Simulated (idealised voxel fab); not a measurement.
The following is a process module called voxel wiring stack.
Section cut is 185 nm wide and gridded with 5 nm square cells.
Just so we're on the same page, the cross-sections are grids of square cells, and they're listed out in bands top to bottom, each band one or more rows deep.
Within each band entry, the heights of the top and of the bottom of the band appear first, in that order and in nm; the materials of the band then follow from left to right, each with its corresponding width in nm. The designation "throughout" on a single material indicates that it fills the band from edge to edge; the designation "blank" indicates empty space.
Heights are reckoned from 0. Under this level, the received wafer is all of one material. The bottommost band is open-ended downward, for example "from 0 down".
You'd read "30 to 40" like this: the band's top row of cells is as wide as the first number, its bottom row is as wide as the second, and going down, every row changes width by the same amount as the row before did.
Reading "remained unchanged" for a step: not a cell of the cross-section changed in it.
Look at "Closed void catalog" for the closed voids: empty spaces with no open path to the top, sized 8 cells or up. Each is width x height at distance, distance from the left edge, all nm.
Text after the settings on a step's line: the simulator's own remark on that step.
overlay nm: mask right of planned place by this much (step with mask). Neg. = left.

**Process steps (planned)**
1. op RECEIVE | material Si
2. op CONFORMAL_DEP | material SiO2 | thk nm 10
3. op CONFORMAL_DEP | material SiCN | thk nm 5
4. op DIRECTIONAL_DEP | material SiO2 | thk nm 20
5. op PATTERN | tone open | mask id METAL_1 | material resist | width nm 25 | pitch nm 40 | thk nm 15 | overlay nm 0
6. op DIRECTIONAL_ETCH | etch materials SiO2 | depth nm 20
7. op DIRECTIONAL_ETCH | etch materials SiCN | depth nm 5
8. op STRIP | etch materials resist
9. op CONFORMAL_DEP | material TiN | thk nm 5
10. op FILL_DEP | material Cu | thk nm 5
11. op CMP | height nm 35
12. op CONFORMAL_DEP | material SiCN | thk nm 5
13. op DIRECTIONAL_DEP | material SiO2 | thk nm 30
14. op MASKED_ETCH | tone open | mask id METAL_2_HOLES | width nm 15 | pitch nm 80 | etch materials SiO2 | depth nm 30 | overlay nm 0
15. op MASKED_ETCH | tone open | mask id METAL_2 | width nm 25 | pitch nm 40 | etch materials SiO2 | depth nm 20 | overlay nm 0
16. op MASKED_ETCH | tone open | mask id METAL_2 | width nm 25 | pitch nm 40 | etch materials SiCN | depth nm 5 | overlay nm 0
17. op CONFORMAL_DEP | material TiN | thk nm 5
18. op FILL_DEP | material Cu | thk nm 10
19. op CMP | height nm 70
20. op CONFORMAL_DEP | material SiN | thk nm 5

**Cross-section of the wafer at receipt, which is the condition after step 1**
- from 0 down = Si throughout
- Closed void catalog: none

**Sectioned view, first of two wafers, at the close of the module, processed as intended in the plan**
- from 75 to 70 = SiN throughout
- from 70 to 55 = SiO2 (20), TiN (5), Cu (15), TiN (5), SiO2 (15), TiN (5), Cu (15), TiN (5), SiO2 (15), TiN (5), Cu (15), TiN (5), SiO2 (15), TiN (5), Cu (15), TiN (5), SiO2 (20)
- from 55 to 50 = SiO2 (20), TiN (5), Cu (5), TiN (15), SiO2 (15), TiN (25), SiO2 (15), TiN (5), Cu (5), TiN (15), SiO2 (15), TiN (25), SiO2 (20)
- from 50 to 40 = SiO2 (20), TiN (5), Cu (5), TiN (5), SiO2 (65), TiN (5), Cu (5), TiN (5), SiO2 (70)
- from 40 to 35 = SiCN (20), TiN (15), SiCN (65), TiN (15), SiCN (70)
- from 35 to 15 = SiO2 (20), TiN (5), Cu (15), TiN (5), SiO2 (15), TiN (5), Cu (15), TiN (5), SiO2 (15), TiN (5), Cu (15), TiN (5), SiO2 (15), TiN (5), Cu (15), TiN (5), SiO2 (20)
- from 15 to 10 = SiCN (20), TiN (25), SiCN (15), TiN (25), SiCN (15), TiN (25), SiCN (15), TiN (25), SiCN (20)
- from 10 to 0 = SiO2 throughout
- from 0 down = Si throughout
- Closed void catalog: none

**Here's the second of our two wafers sectioned at module end. Same start as the first, same plan, but one mistake got made running it**
- from 75 to 70 = SiN throughout
- from 70 to 55 = SiO2 (20), TiN (5), Cu (5), TiN (5), SiO2 (65), TiN (5), Cu (5), TiN (5), SiO2 (70)
- from 55 to 50 = SiO2 (20), TiN (15), SiO2 (65), TiN (15), SiO2 (70)
- from 50 to 40 = SiO2 throughout
- from 40 to 35 = SiCN throughout
- from 35 to 15 = SiO2 (20), TiN (5), Cu (15), TiN (5), SiO2 (15), TiN (5), Cu (15), TiN (5), SiO2 (15), TiN (5), Cu (15), TiN (5), SiO2 (15), TiN (5), Cu (15), TiN (5), SiO2 (20)
- from 15 to 10 = SiCN (20), TiN (25), SiCN (15), TiN (25), SiCN (15), TiN (25), SiCN (15), TiN (25), SiCN (20)
- from 10 to 0 = SiO2 throughout
- from 0 down = Si throughout
- Closed void catalog: none
Nonconformance to the process plan: execution of plan step 13 occurred twice
End check, counted in cells, second wafer has more or fewer of these materials than the first: 36 fewer of Cu | 6 more of SiCN | 68 more of SiO2 | 38 fewer of TiN
